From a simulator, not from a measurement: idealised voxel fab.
This is a process module. Its name is voxel wiring stack.
Xsec cut, 245 nm wide, square cell size 5 nm.
Just so we're on the same page, the cross-sections are grids of square cells, and they're listed out in bands top to bottom, each band one or more rows deep.
Read a band's entry like this: the first values are the height of its top and the height of its bottom in nm, and what follows is the sequence of materials from left to right, each with its width in nm. Note that "empty" is empty space, and that a single material marked "everywhere" reaches across the band from edge to edge.
Convention: height 0 is the level below which the wafer, as received, is all one material. The lowest band does not terminate at the bottom but continues downward, represented as "0..down".
The two numbers in a width such as "30 to 40" mark its ends across the band: the first belongs to the top row of cells, the second to the bottom row, and from each row to the next the width moves by the same amount.
Basically "remained the same" means that step didn't change any cell in the cross-section.
The label "Internal closed voids" introduces a list of the empty spaces, 8 cells or larger, that have no open way up to the top; each entry in it reads width x height at distance, where the distance is taken from the left edge and all three are stated in nm.
What comes after the settings on a step's line is commentary from the simulator itself on that step.
"overlay nm" answers the question of how far to the right of plan the mask lay on a step that has a mask, and when it is negative the answer is to the left.
This section lists the process steps that were planned:
1: RECEIVE, material Si
2: CONFORMAL_DEP, material SiO2, thk nm 15
3: CONFORMAL_DEP, material SiN, thk nm 5
4: DIRECTIONAL_DEP, material SiO2, thk nm 20
5: DIRECTIONAL_DEP, material aC, thk nm 15
6: PATTERN, tone open, mask id METAL_1, material resist, width nm 20, pitch nm 45, thk nm 30, overlay nm 0
7: DIRECTIONAL_ETCH, etch materials aC, depth nm 15
8: STRIP, etch materials resist
9: DIRECTIONAL_ETCH, etch materials SiO2, depth nm 20
10: DIRECTIONAL_ETCH, etch materials SiN, depth nm 5
11: STRIP, etch materials aC
12: CONFORMAL_DEP, material TiN, thk nm 5
13: FILL_DEP, material W, thk nm 10
14: CMP, height nm 40
15: EPI, material Ru, thk nm 5
16: FILL_DEP, material SiCN, thk nm 5
17: DIRECTIONAL_DEP, material lowk, thk nm 30
18: PATTERN, tone open, mask id METAL_2, material resist, width nm 20, pitch nm 45, thk nm 15, overlay nm 0
19: DIRECTIONAL_ETCH, etch materials lowk, depth nm 15
20: STRIP, etch materials resist
21: DIRECTIONAL_DEP, material aC, thk nm 10
22: PATTERN, tone open, mask id METAL_2_HOLES, material resist, width nm 15, pitch nm 45, thk nm 30, overlay nm 0
23: DIRECTIONAL_ETCH, etch materials aC, depth nm 10
24: STRIP, etch materials resist
25: DIRECTIONAL_ETCH, etch materials lowk, depth nm 15
26: DIRECTIONAL_ETCH, etch materials SiCN, depth nm 5
27: STRIP, etch materials aC
28: CONFORMAL_DEP, material TiN, thk nm 5
29: FILL_DEP, material Ru, thk nm 5
30: CMP, height nm 80
31: CONFORMAL_DEP, material SiCN, thk nm 5
32: DIRECTIONAL_DEP, material lowk, thk nm 30
33: MASKED_ETCH, tone open, mask id METAL_3_HOLES, width nm 15, pitch nm 45, etch materials lowk, depth nm 30, overlay nm 0
34: MASKED_ETCH, tone open, mask id METAL_3, width nm 20, pitch nm 45, etch materials lowk, depth nm 15, overlay nm -15
35: MASKED_ETCH, tone open, mask id METAL_3, width nm 20, pitch nm 45, etch materials SiCN, depth nm 5, overlay nm 0
36: CONFORMAL_DEP, material TiN, thk nm 5
37: FILL_DEP, material Ru, thk nm 10
38: CMP, height nm 115
39: CONFORMAL_DEP, material SiCN, thk nm 5
40: DIRECTIONAL_DEP, material SiO2, thk nm 35
41: DIRECTIONAL_DEP, material aC, thk nm 10
42: PATTERN, tone open, mask id METAL_4, material resist, width nm 20, pitch nm 45, thk nm 25, overlay nm 0
43: DIRECTIONAL_ETCH, etch materials aC, depth nm 10
44: STRIP, etch materials resist
45: DIRECTIONAL_ETCH, etch materials SiO2, depth nm 20
46: STRIP, etch materials aC
47: MASKED_ETCH, tone open, mask id METAL_4_HOLES, width nm 15, pitch nm 45, etch materials SiO2, depth nm 15, overlay nm 0
48: MASKED_ETCH, tone open, mask id METAL_4_HOLES, width nm 15, pitch nm 45, etch materials SiCN, depth nm 5, overlay nm 0
49: CONFORMAL_DEP, material TiN, thk nm 5
50: FILL_DEP, material Cu, thk nm 5
51: CMP, height nm 155
52: CONFORMAL_DEP, material SiN, thk nm 5
All wafers enter the flow in the same state. The overlay nm at step 34 differs from wafer to wafer, and the plan gives the value for the first wafer.
Step 1 complete: as-received cross-section of the first of several wafers:
* 0..down: Si everywhere
* Internal closed voids: none
Cross-section of the first of several wafers, taken after step 52, where the module ends:
* 160..155: SiN everywhere
* 155..140: SiO2 45 nm  TiN 5 nm  Cu 10 nm  TiN 5 nm  SiO2 25 nm  TiN 5 nm  Cu 10 nm  TiN 5 nm  SiO2 25 nm  TiN 5 nm  Cu 10 nm  TiN 5 nm  SiO2 25 nm  TiN 5 nm  Cu 10 nm  TiN 5 nm  SiO2 45 nm
* 140..135: SiO2 45 nm  TiN 5 nm  Cu 5 nm  TiN 10 nm  SiO2 25 nm  TiN 5 nm  Cu 5 nm  TiN 10 nm  SiO2 25 nm  TiN 5 nm  Cu 5 nm  TiN 10 nm  SiO2 25 nm  TiN 5 nm  Cu 5 nm  TiN 10 nm  SiO2 45 nm
* 135..120: SiO2 45 nm  TiN 5 nm  Cu 5 nm  TiN 5 nm  SiO2 30 nm  TiN 5 nm  Cu 5 nm  TiN 5 nm  SiO2 30 nm  TiN 5 nm  Cu 5 nm  TiN 5 nm  SiO2 30 nm  TiN 5 nm  Cu 5 nm  TiN 5 nm  SiO2 50 nm
* 120..115: SiCN 45 nm  TiN 15 nm  SiCN 30 nm  TiN 15 nm  SiCN 30 nm  TiN 15 nm  SiCN 30 nm  TiN 15 nm  SiCN 50 nm
* 115..105: lowk 30 nm  TiN 5 nm  Ru 20 nm  TiN 5 nm  lowk 15 nm  TiN 5 nm  Ru 20 nm  TiN 5 nm  lowk 15 nm  TiN 5 nm  Ru 20 nm  TiN 5 nm  lowk 15 nm  TiN 5 nm  Ru 20 nm  TiN 5 nm  lowk 50 nm
* 105..100: lowk 30 nm  TiN 20 nm  Ru 5 nm  TiN 5 nm  lowk 15 nm  TiN 20 nm  Ru 5 nm  TiN 5 nm  lowk 15 nm  TiN 20 nm  Ru 5 nm  TiN 5 nm  lowk 15 nm  TiN 20 nm  Ru 5 nm  TiN 5 nm  lowk 50 nm
* 100..85: lowk 45 nm  TiN 5 nm  Ru 5 nm  TiN 5 nm  lowk 30 nm  TiN 5 nm  Ru 5 nm  TiN 5 nm  lowk 30 nm  TiN 5 nm  Ru 5 nm  TiN 5 nm  lowk 30 nm  TiN 5 nm  Ru 5 nm  TiN 5 nm  lowk 50 nm
* 85..80: SiCN 45 nm  TiN 15 nm  SiCN 30 nm  TiN 15 nm  SiCN 30 nm  TiN 15 nm  SiCN 30 nm  TiN 15 nm  SiCN 50 nm
* 80..70: lowk 45 nm  TiN 5 nm  Ru 10 nm  TiN 5 nm  lowk 25 nm  TiN 5 nm  Ru 10 nm  TiN 5 nm  lowk 25 nm  TiN 5 nm  Ru 10 nm  TiN 5 nm  lowk 25 nm  TiN 5 nm  Ru 10 nm  TiN 5 nm  lowk 45 nm
* 70..65: lowk 45 nm  TiN 5 nm  Ru 5 nm  TiN 10 nm  lowk 25 nm  TiN 5 nm  Ru 5 nm  TiN 10 nm  lowk 25 nm  TiN 5 nm  Ru 5 nm  TiN 10 nm  lowk 25 nm  TiN 5 nm  Ru 5 nm  TiN 10 nm  lowk 45 nm
* 65..50: lowk 45 nm  TiN 5 nm  Ru 5 nm  TiN 5 nm  lowk 30 nm  TiN 5 nm  Ru 5 nm  TiN 5 nm  lowk 30 nm  TiN 5 nm  Ru 5 nm  TiN 5 nm  lowk 30 nm  TiN 5 nm  Ru 5 nm  TiN 5 nm  lowk 50 nm
* 50..45: SiCN 45 nm  TiN 15 nm  SiCN 30 nm  TiN 15 nm  SiCN 30 nm  TiN 15 nm  SiCN 30 nm  TiN 15 nm  SiCN 50 nm
* 45..40: SiCN 40 nm  Ru 30 nm  SiCN 15 nm  Ru 30 nm  SiCN 15 nm  Ru 30 nm  SiCN 15 nm  Ru 30 nm  SiCN 40 nm
* 40..20: SiO2 45 nm  TiN 5 nm  W 10 nm  TiN 5 nm  SiO2 25 nm  TiN 5 nm  W 10 nm  TiN 5 nm  SiO2 25 nm  TiN 5 nm  W 10 nm  TiN 5 nm  SiO2 25 nm  TiN 5 nm  W 10 nm  TiN 5 nm  SiO2 45 nm
* 20..15: SiN 45 nm  TiN 20 nm  SiN 25 nm  TiN 20 nm  SiN 25 nm  TiN 20 nm  SiN 25 nm  TiN 20 nm  SiN 45 nm
* 15..0: SiO2 everywhere
* 0..down: Si everywhere
* Internal closed voids: none
Last-wafer cross-section at the end of the module:
* 160..155: SiN everywhere
* 155..140: SiO2 45 nm  TiN 5 nm  Cu 10 nm  TiN 5 nm  SiO2 25 nm  TiN 5 nm  Cu 10 nm  TiN 5 nm  SiO2 25 nm  TiN 5 nm  Cu 10 nm  TiN 5 nm  SiO2 25 nm  TiN 5 nm  Cu 10 nm  TiN 5 nm  SiO2 45 nm
* 140..135: SiO2 45 nm  TiN 5 nm  Cu 5 nm  TiN 10 nm  SiO2 25 nm  TiN 5 nm  Cu 5 nm  TiN 10 nm  SiO2 25 nm  TiN 5 nm  Cu 5 nm  TiN 10 nm  SiO2 25 nm  TiN 5 nm  Cu 5 nm  TiN 10 nm  SiO2 45 nm
* 135..120: SiO2 45 nm  TiN 5 nm  Cu 5 nm  TiN 5 nm  SiO2 30 nm  TiN 5 nm  Cu 5 nm  TiN 5 nm  SiO2 30 nm  TiN 5 nm  Cu 5 nm  TiN 5 nm  SiO2 30 nm  TiN 5 nm  Cu 5 nm  TiN 5 nm  SiO2 50 nm
* 120..115: SiCN 45 nm  TiN 15 nm  SiCN 30 nm  TiN 15 nm  SiCN 30 nm  TiN 15 nm  SiCN 30 nm  TiN 15 nm  SiCN 50 nm
* 115..105: lowk 45 nm  TiN 5 nm  Ru 25 nm  TiN 5 nm  lowk 10 nm  TiN 5 nm  Ru 25 nm  TiN 5 nm  lowk 10 nm  TiN 5 nm  Ru 25 nm  TiN 5 nm  lowk 10 nm  TiN 5 nm  Ru 25 nm  TiN 5 nm  lowk 30 nm
* 105..100: lowk 45 nm  TiN 5 nm  Ru 5 nm  TiN 25 nm  lowk 10 nm  TiN 5 nm  Ru 5 nm  TiN 25 nm  lowk 10 nm  TiN 5 nm  Ru 5 nm  TiN 25 nm  lowk 10 nm  TiN 5 nm  Ru 5 nm  TiN 25 nm  lowk 30 nm
* 100..85: lowk 45 nm  TiN 5 nm  Ru 5 nm  TiN 5 nm  lowk 30 nm  TiN 5 nm  Ru 5 nm  TiN 5 nm  lowk 30 nm  TiN 5 nm  Ru 5 nm  TiN 5 nm  lowk 30 nm  TiN 5 nm  Ru 5 nm  TiN 5 nm  lowk 50 nm
* 85..80: SiCN 45 nm  TiN 15 nm  SiCN 30 nm  TiN 15 nm  SiCN 30 nm  TiN 15 nm  SiCN 30 nm  TiN 15 nm  SiCN 50 nm
* 80..70: lowk 45 nm  TiN 5 nm  Ru 10 nm  TiN 5 nm  lowk 25 nm  TiN 5 nm  Ru 10 nm  TiN 5 nm  lowk 25 nm  TiN 5 nm  Ru 10 nm  TiN 5 nm  lowk 25 nm  TiN 5 nm  Ru 10 nm  TiN 5 nm  lowk 45 nm
* 70..65: lowk 45 nm  TiN 5 nm  Ru 5 nm  TiN 10 nm  lowk 25 nm  TiN 5 nm  Ru 5 nm  TiN 10 nm  lowk 25 nm  TiN 5 nm  Ru 5 nm  TiN 10 nm  lowk 25 nm  TiN 5 nm  Ru 5 nm  TiN 10 nm  lowk 45 nm
* 65..50: lowk 45 nm  TiN 5 nm  Ru 5 nm  TiN 5 nm  lowk 30 nm  TiN 5 nm  Ru 5 nm  TiN 5 nm  lowk 30 nm  TiN 5 nm  Ru 5 nm  TiN 5 nm  lowk 30 nm  TiN 5 nm  Ru 5 nm  TiN 5 nm  lowk 50 nm
* 50..45: SiCN 45 nm  TiN 15 nm  SiCN 30 nm  TiN 15 nm  SiCN 30 nm  TiN 15 nm  SiCN 30 nm  TiN 15 nm  SiCN 50 nm
* 45..40: SiCN 40 nm  Ru 30 nm  SiCN 15 nm  Ru 30 nm  SiCN 15 nm  Ru 30 nm  SiCN 15 nm  Ru 30 nm  SiCN 40 nm
* 40..20: SiO2 45 nm  TiN 5 nm  W 10 nm  TiN 5 nm  SiO2 25 nm  TiN 5 nm  W 10 nm  TiN 5 nm  SiO2 25 nm  TiN 5 nm  W 10 nm  TiN 5 nm  SiO2 25 nm  TiN 5 nm  W 10 nm  TiN 5 nm  SiO2 45 nm
* 20..15: SiN 45 nm  TiN 20 nm  SiN 25 nm  TiN 20 nm  SiN 25 nm  TiN 20 nm  SiN 25 nm  TiN 20 nm  SiN 45 nm
* 15..0: SiO2 everywhere
* 0..down: Si everywhere
* Internal closed voids: none
The following table contains a row per wafer, in which are reported, at the conclusion of the module, the cells of each material gained (+) or lost (-) since the wafer's receipt, with its closed voids given thereafter:
overlay nm -15, +40 Cu, +104 Ru, +136 SiCN, +82 SiN, +522 SiO2, +256 TiN, +32 W, +396 lowk, Internal closed voids: none
overlay nm -10, +40 Cu, +96 Ru, +136 SiCN, +82 SiN, +522 SiO2, +252 TiN, +32 W, +408 lowk, Internal closed voids: none
overlay nm -5, +40 Cu, +88 Ru, +136 SiCN, +82 SiN, +522 SiO2, +248 TiN, +32 W, +420 lowk, Internal closed voids: none
overlay nm 0, +40 Cu, +88 Ru, +136 SiCN, +82 SiN, +522 SiO2, +248 TiN, +32 W, +420 lowk, Internal closed voids: none
overlay nm 5, +40 Cu, +96 Ru, +136 SiCN, +82 SiN, +522 SiO2, +252 TiN, +32 W, +408 lowk, Internal closed voids: none
overlay nm 10, +40 Cu, +104 Ru, +136 SiCN, +82 SiN, +522 SiO2, +256 TiN, +32 W, +396 lowk, Internal closed voids: none
overlay nm 15, +40 Cu, +112 Ru, +136 SiCN, +82 SiN, +522 SiO2, +260 TiN, +32 W, +384 lowk, Internal closed voids: none
